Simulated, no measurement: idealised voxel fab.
process module | voxel self aligned vias
cross-section cut | 140 nm wide | cells 5 nm
A cross-section is a grid of square cells, given in bands from the top down. A band is one or more rows of cells.
Each band's line starts with the height of the band's top and of its bottom, in nm. Then come its materials from left to right, each with its width in nm. One material with "throughout" fills the band from edge to edge. "air" is empty space.
Height 0 is the level under which the wafer as received is all one material. The lowest band goes on downwards, as in "0 down".
A width such as "30 to 40" changes by the same amount from each row of cells to the next, from the band's top row to its bottom row.
"no change" after a step means that no cell of the cross-section changed.
closed voids: empty space of 8 cells or more with no open way to the top, each as width x height at its distance from the left edge, in nm
after a step's settings: what the simulator itself notes on the step
overlay nm, on a step with a mask: how far to the right of its planned place the mask lay; to the left if negative
plan
1 op RECEIVE | material Si
2 op CONFORMAL_DEP | material SiO2 | thk nm 10
3 op CONFORMAL_DEP | material SiCN | thk nm 5
4 op DIRECTIONAL_DEP | material lowk | thk nm 30
5 op PATTERN | tone open | mask id LINES | material resist | width nm 30 | pitch nm 55 | thk nm 20 | overlay nm -10
6 op DIRECTIONAL_ETCH | etch materials lowk | depth nm 30
7 op STRIP | etch materials resist
8 op CONFORMAL_DEP | material TiN | thk nm 5
9 op FILL_DEP | material W | thk nm 10
10 op CMP | height nm 45
11 op SELECTIVE_ETCH | etch materials W Ru TiN | depth nm 5
12 op FILL_DEP | material SiN | thk nm 5
13 op CMP | height nm 45
14 op DIRECTIONAL_DEP | material lowk | thk nm 20
15 op DIRECTIONAL_DEP | material aC | thk nm 15
16 op PATTERN | tone open | mask id VIAS | material resist | width nm 40 | thk nm 30 | overlay nm 0
17 op DIRECTIONAL_ETCH | etch materials aC | depth nm 15
18 op STRIP | etch materials resist
19 op DIRECTIONAL_ETCH | etch materials lowk | depth nm 20
20 op DIRECTIONAL_ETCH | etch materials SiN | depth nm 5
21 op STRIP | etch materials aC
22 op CONFORMAL_DEP | material TiN | thk nm 5
23 op FILL_DEP | material W | thk nm 5
24 op CMP | height nm 65
25 op CONFORMAL_DEP | material SiN | thk nm 5
varied across the wafers: overlay nm of step 5. The plan shows the first wafer's value. All wafers start alike
first wafer as received, after step 1
  0 down: Si throughout
  closed voids: none
each wafer at the end: cells of each material gained (+) or lost (-) since it was received, then its closed voids
overlay nm -10 | +28 SiCN | +35 SiN | +56 SiO2 | +44 TiN | +53 W | +176 lowk | closed voids: none
overlay nm -5 | +28 SiCN | +34 SiN | +56 SiO2 | +44 TiN | +54 W | +176 lowk | closed voids: none
overlay nm 0 | +28 SiCN | +34 SiN | +56 SiO2 | +44 TiN | +54 W | +176 lowk | closed voids: none
overlay nm 5 | +28 SiCN | +34 SiN | +56 SiO2 | +44 TiN | +54 W | +176 lowk | closed voids: none
overlay nm 10 | +28 SiCN | +35 SiN | +56 SiO2 | +44 TiN | +53 W | +176 lowk | closed voids: none
overlay nm 15 | +28 SiCN | +36 SiN | +56 SiO2 | +44 TiN | +52 W | +176 lowk | closed voids: none
